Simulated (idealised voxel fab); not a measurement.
process module | voxel transistor to metal
cross-section cut | 295 nm wide | cells 5 nm
A cross-section is a grid of square cells, given in bands from the top down. A band is one or more rows of cells.
Each band's line starts with the height of the band's top and of its bottom, in nm. Then come its materials from left to right, each with its width in nm. One material with "throughout" fills the band from edge to edge. "air" is empty space.
Height 0 is the level under which the wafer as received is all one material. The lowest band goes on downwards, as in "0 down".
A width such as "30 to 40" changes by the same amount from each row of cells to the next, from the band's top row to its bottom row.
"no change" after a step means that no cell of the cross-section changed.
closed voids: empty space of 8 cells or more with no open way to the top, each as width x height at its distance from the left edge, in nm
after a step's settings: what the simulator itself notes on the step
overlay nm, on a step with a mask: how far to the right of its planned place the mask lay; to the left if negative
plan
1 op RECEIVE | material Si
2 op OXIDIZE | depth nm 5
3 op CONFORMAL_DEP | material SiN | thk nm 15
4 op MASKED_ETCH | tone cover | mask id ACTIVE | width nm 115 | pitch nm 135 | etch materials SiN | depth nm 15 | overlay nm 0
5 op MASKED_ETCH | tone cover | mask id ACTIVE | width nm 115 | pitch nm 135 | etch materials SiO2 | depth nm 5 | overlay nm 0
6 op MASKED_ETCH | tone cover | mask id ACTIVE | width nm 115 | pitch nm 135 | etch materials Si | depth nm 35 | overlay nm 0
7 op FILL_DEP | material SiO2 | thk nm 15
8 op CMP | height nm 15
9 op SELECTIVE_ETCH | etch materials SiO2 | depth nm 5
10 op STRIP | etch materials SiN
11 op SELECTIVE_ETCH | etch materials SiO2 | depth nm 5
12 op OXIDIZE | depth nm 5
13 op DIRECTIONAL_DEP | material polySi | thk nm 20
14 op DIRECTIONAL_DEP | material SiCN | thk nm 15
15 op DIRECTIONAL_DEP | material aC | thk nm 15
16 op PATTERN | tone cover | mask id GATE | material resist | width nm 15 | pitch nm 135 | thk nm 35 | overlay nm 0
17 op DIRECTIONAL_ETCH | etch materials aC | depth nm 15
18 op STRIP | etch materials resist
19 op DIRECTIONAL_ETCH | etch materials SiCN | depth nm 25
20 op DIRECTIONAL_ETCH | etch materials polySi | depth nm 30
21 op STRIP | etch materials aC
22 op CONFORMAL_DEP | material SiN | thk nm 5
23 op DIRECTIONAL_ETCH | etch materials SiN | depth nm 5
24 op DIRECTIONAL_ETCH | etch materials SiO2 | depth nm 5
25 op DIRECTIONAL_ETCH | etch materials Si | depth nm 5
26 op EPI | material pSi | thk nm 10
27 op FILL_DEP | material SiO2 | thk nm 10
28 op CMP | height nm 30
29 op DIRECTIONAL_DEP | material SiO2 | thk nm 15
30 op MASKED_ETCH | tone open | mask id CONTACT | width nm 20 | etch materials SiO2 | depth nm 50 | overlay nm 0
31 op CONFORMAL_DEP | material TiN | thk nm 5
32 op FILL_DEP | material W | thk nm 10
33 op CMP | height nm 45
34 op DIRECTIONAL_DEP | material TiN | thk nm 5
35 op DIRECTIONAL_DEP | material Ru | thk nm 20
36 op DIRECTIONAL_DEP | material aC | thk nm 15
37 op PATTERN | tone cover | mask id METAL_1 | material resist | width nm 20 | thk nm 30 | overlay nm 0
38 op DIRECTIONAL_ETCH | etch materials aC | depth nm 15
39 op STRIP | etch materials resist
40 op DIRECTIONAL_ETCH | etch materials Ru | depth nm 20
41 op DIRECTIONAL_ETCH | etch materials TiN | depth nm 5
42 op STRIP | etch materials aC
43 op CONFORMAL_DEP | material SiCN | thk nm 5
44 op FILL_DEP | material SiO2 | thk nm 10
45 op CMP | height nm 70
46 op CONFORMAL_DEP | material SiN | thk nm 5
as received, after step 1
  0 down: Si throughout
  closed voids: none
a wafer at the end: this start, this plan, one mistake
  75 to 70: SiN throughout
  70 to 50: SiO2 throughout
  50 to 45: TiN throughout
  45 to 30: SiO2 30 | TiN 5 | W 10 | TiN 5 | SiO2 55 | TiN 5 | W 10 | TiN 5 | SiO2 40 | TiN 5 | W 10 | TiN 5 | SiO2 55 | TiN 5 | W 10 | TiN 5 | SiO2 35
  30 to 15: SiO2 30 | TiN 5 | W 10 | TiN 5 | SiO2 15 | SiN 5 | SiCN 15 | SiN 5 | SiO2 15 | TiN 5 | W 10 | TiN 5 | SiO2 40 | TiN 5 | W 10 | TiN 5 | SiO2 15 | SiN 5 | SiCN 15 | SiN 5 | SiO2 15 | TiN 5 | W 10 | TiN 5 | SiO2 35
  15 to 5: SiO2 30 | TiN 5 | W 10 | TiN 5 | SiO2 15 | SiN 5 | polySi 15 | SiN 5 | SiO2 15 | TiN 5 | W 10 | TiN 5 | SiO2 40 | TiN 5 | W 10 | TiN 5 | SiO2 15 | SiN 5 | polySi 15 | SiN 5 | SiO2 15 | TiN 5 | W 10 | TiN 5 | SiO2 35
  5 to 0: SiO2 15 | SiN 5 | SiO2 10 | TiN 5 | W 10 | TiN 5 | SiO2 15 | SiN 5 | polySi 15 | SiN 5 | SiO2 15 | TiN 5 | W 10 | TiN 5 | SiO2 10 | SiN 5 | SiO2 10 | SiN 5 | SiO2 10 | TiN 5 | W 10 | TiN 5 | SiO2 15 | SiN 5 | polySi 15 | SiN 5 | SiO2 15 | TiN 5 | W 10 | TiN 5 | SiO2 10 | SiN 5 | SiO2 20
  0 to -5: SiO2 15 | SiN 5 | SiO2 10 | TiN 20 | SiO2 5 | pSi 10 | SiN 5 | polySi 15 | SiN 5 | pSi 10 | SiO2 5 | TiN 20 | SiO2 10 | SiN 5 | SiO2 10 | SiN 5 | SiO2 10 | TiN 20 | SiO2 5 | pSi 10 | SiN 5 | polySi 15 | SiN 5 | pSi 10 | SiO2 5 | TiN 20 | SiO2 10 | SiN 5 | SiO2 20
  -5 to -10: SiO2 20 | pSi 45 | SiO2 25 | pSi 45 | SiO2 20 | pSi 45 | SiO2 25 | pSi 45 | SiO2 25
  -10 to -15: SiO2 20 | pSi 45 | Si 25 | pSi 45 | SiO2 20 | pSi 45 | Si 25 | pSi 45 | SiO2 25
  -15 to -40: SiO2 20 | Si 115 | SiO2 20 | Si 115 | SiO2 25
  -40 down: Si throughout
  closed voids: none
what went wrong: step 35 ran as: op DIRECTIONAL_DEP | material SiO2 | thk nm 20
